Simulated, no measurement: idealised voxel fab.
A process module follows: voxel plated lines.
Pictured: cross-section cut, 155 nm wide, on a grid of 5 nm square cells.
Reading order for cross-sections: top band down to bottom band. Underlying form: a grid of square cells. Band size: one or more rows of cells.
It is stipulated that each band's entry specify, in nanometres, the height of the top of the band and then that of its bottom, followed by the materials of the band in left-to-right sequence, each together with its width in nanometres. A single material marked by the word "all across" is understood to fill the band from edge to edge; the word "empty" is understood to denote empty space.
Height is counted from the level 0, under which the received wafer is composed throughout of one material. The lowest of the bands is not closed at the bottom but continues downward, in the notation "top 0, no bottom".
With a width like "30 to 40", each row of cells in the band differs from the next by the same amount, the top row carrying the first number and the bottom row the second.
"nothing different" after a step means that no cell of the cross-section changed.
Closed-off voids of 8+ cells (no open route to the top) go in "Completely enclosed voids", written width x height at distance from the left edge, in nm.
Past the settings on a step's line: simulator remark, on that step.
overlay nm: how far to the right of its planned place the mask lay on this masked step (negative: to the left).

Here's what the planned process steps look like:
| 1 | op RECEIVE | material Si |
| 2 | op CONFORMAL_DEP | material SiO2 | thk nm 15 |
| 3 | op DIRECTIONAL_DEP | material TiN | thk nm 5 |
| 4 | op PATTERN | tone open | mask id LINES | material resist | width nm 25 | pitch nm 45 | thk nm 35 | overlay nm 0 |
| 5 | op EPI | material Ru | thk nm 10 |
| 6 | op EPI | material Ru | thk nm 5 |
| 7 | op EPI | material Ru | thk nm 10 |
| 8 | op STRIP | etch materials resist |
| 9 | op DIRECTIONAL_ETCH | etch materials TiN | depth nm 5 |
| 10 | op CONFORMAL_DEP | material SiCN | thk nm 5 |

Wafer as received: cross-section following step 1:
- top 0, no bottom | Si all across
- Completely enclosed voids: none

The module was run from the start shown above using the plan shown above, but one mistake was made doing it; the resulting wafer cross-section is below:
- top 50, bottom 45 | empty 25 nm, SiCN 35 nm, empty 10 nm, SiCN 35 nm, empty 50 nm
- top 45, bottom 20 | empty 25 nm, SiCN 5 nm, Ru 25 nm, SiCN 5 nm, empty 10 nm, SiCN 5 nm, Ru 25 nm, SiCN 5 nm, empty 50 nm
- top 20, bottom 15 | SiCN 30 nm, TiN 25 nm, SiCN 20 nm, TiN 25 nm, SiCN 55 nm
- top 15, bottom 0 | SiO2 all across
- top 0, no bottom | Si all across
- Completely enclosed voids: none
Finding, execution versus plan: step 4 went in with a setting other than planned; the actual run was op PATTERN | tone open | mask id LINES | material resist | width nm 25 | pitch nm 45 | thk nm 35 | overlay nm -10
